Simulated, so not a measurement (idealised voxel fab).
This section sets out a process module, namely voxel self aligned contacts.
Square cells of 5 nm make up the cross-section cut, whose width is 220 nm.
We lay out every cross-section as a grid of square cells and spell it out in bands from the top down, where one band means one or more rows of cells.
A band entry consists of two parts. The first gives the height of the band's top and the height of its bottom, in nm. The rest lists the band's materials from left to right, each with its width in nm. A single material labelled with the word "everywhere" fills the band from edge to edge, and the word "blank" marks empty space.
Ref level 0: as-received wafer is one material below here. Bottom band extends down with no lower bound ("z 0 and below").
A width such as "30..40" changes by the same amount from each row of cells to the next, from the band's top row to its bottom row.
"nothing different" -> step changed no cross-section cell.
Entry "Closed void entries" = empty spaces >= 8 cells with no open way to the top; each as width x height at distance, distance from left edge, all nm.
after a step's settings: what the simulator itself notes on the step
A step's line can hold "overlay nm"; with a mask on that step, the setting says how far right of the planned place the mask lay, while a negative setting says it lay to the left.

**Steps planned for the process**
1: RECEIVE,material Si
2: CONFORMAL_DEP,material SiO2,thk nm 5
3: DIRECTIONAL_DEP,material polySi,thk nm 25
4: DIRECTIONAL_DEP,material SiN,thk nm 25
5: PATTERN,tone cover,mask id GATE,material resist,width nm 30,pitch nm 75,thk nm 20,overlay nm 0
6: DIRECTIONAL_ETCH,etch materials SiN,depth nm 25
7: DIRECTIONAL_ETCH,etch materials polySi,depth nm 25
8: STRIP,etch materials resist
9: CONFORMAL_DEP,material SiN,thk nm 10
10: DIRECTIONAL_ETCH,etch materials SiN,depth nm 10
11: FILL_DEP,material SiO2,thk nm 15
12: CMP,height nm 60
13: MASKED_ETCH,tone open,mask id CONTACT,width nm 55,etch materials SiO2,depth nm 60,overlay nm 0
14: CONFORMAL_DEP,material TiN,thk nm 5
15: FILL_DEP,material W,thk nm 5
16: CMP,height nm 60
17: CONFORMAL_DEP,material SiCN,thk nm 5

**Cross-section of the wafer at receipt, which is the condition after step 1**
    z 0 and below  Si everywhere
    Closed void entries: none

**Below is the wafer in cross-section after the module was completed. It began from the starting point shown above and followed the plan shown above, except that one mistake was made while running it**
    z 65 to 60  SiCN everywhere
    z 60 to 55  80 nm SiO2  25 nm TiN  10 nm W  20 nm TiN  85 nm SiO2
    z 55 to 30  45 nm SiO2  55 nm SiN  5 nm TiN  10 nm W  5 nm TiN  55 nm SiN  45 nm SiO2
    z 30 to 5  45 nm SiO2  10 nm SiN  35 nm polySi  10 nm SiN  5 nm TiN  10 nm W  5 nm TiN  10 nm SiN  35 nm polySi  10 nm SiN  45 nm SiO2
    z 5 to 0  100 nm SiO2  20 nm TiN  100 nm SiO2
    z 0 and below  Si everywhere
    Closed void entries: none
Diagnosis: note that step 5 departed from the planned setting and was carried out as PATTERN,tone cover,mask id GATE,material resist,width nm 35,pitch nm 75,thk nm 20,overlay nm 0
